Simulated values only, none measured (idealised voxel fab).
This section sets out a process module, namely voxel tone inversion.
The cross-section on display is named cut; it measures 240 nm wide, and its cells are 5 nm squares.
Cross-section, as written here: a square-cell grid given band by band from the top down, where a band holds one or more rows of cells.
Heights first: top, then bottom, in nm. Then materials, left to right, each with a width in nm. "all across" on a single material: fills the band edge to edge. "air": empty space.
All heights in this document are referenced to 0, defined as the level beneath which the wafer, as received, consists entirely of one material. The lowest band is not bounded below; it extends indefinitely downward and is written in the form "0 nm and below".
A two-number width, for instance "30..40", indicates that the width is equal to the first number in the top row of the band and to the second number in the bottom row, and that it changes by a constant amount per row of cells.
The designation "nothing different", where it is given for a processing step, indicates that no cell of the cross-section was altered in the course of that step.
The label "Unvented cavities" introduces a list of the empty spaces, 8 cells or larger, that have no open way up to the top; each entry in it reads width x height at distance, where the distance is taken from the left edge and all three are stated in nm.
Text after the settings on a step's line: the simulator's own remark on that step.
Each step line may optionally specify "overlay nm", which for a step with a mask gives the rightward distance between the mask's planned place and where it lay, a negative value indicating the leftward direction.

plan:
1) RECEIVE: material Si
2) CONFORMAL_DEP: material SiN, thk nm 5
3) DIRECTIONAL_DEP: material aC, thk nm 20
4) PATTERN: tone cover, mask id POSTS, material resist, width nm 15, pitch nm 45, thk nm 30, overlay nm -15
5) DIRECTIONAL_ETCH: etch materials aC, depth nm 20
6) STRIP: etch materials resist
7) FILL_DEP: material SiO2, thk nm 5
8) CMP: height nm 25
9) STRIP: etch materials aC
10) CONFORMAL_DEP: material TiN, thk nm 5
11) FILL_DEP: material Ru, thk nm 5
12) CMP: height nm 25
13) CONFORMAL_DEP: material SiN, thk nm 5
Across this set of wafers, the varied parameter is the overlay nm of step 4. Starting conditions are identical for every wafer, and the plan reports the value assigned to the first wafer.

Cross-section, first of several wafers, as delivered after step 1:
0 nm and below  Si all across
Unvented cavities: none

The table below has one row for each wafer; a row shows, as of the end of the module, how many cells of each material the wafer has gained, marked (+), or lost, marked (-), since it was received, and then the wafer's closed voids:
overlay nm -15, +12 Ru, +96 SiN, +144 SiO2, +36 TiN, Unvented cavities: none
overlay nm -10, +12 Ru, +96 SiN, +144 SiO2, +36 TiN, Unvented cavities: none
overlay nm -5, +12 Ru, +96 SiN, +144 SiO2, +36 TiN, Unvented cavities: none
overlay nm 0, +12 Ru, +96 SiN, +144 SiO2, +36 TiN, Unvented cavities: none
overlay nm 5, +12 Ru, +96 SiN, +144 SiO2, +36 TiN, Unvented cavities: none
overlay nm 10, +12 Ru, +96 SiN, +144 SiO2, +36 TiN, Unvented cavities: none
overlay nm 15, +12 Ru, +96 SiN, +144 SiO2, +36 TiN, Unvented cavities: none
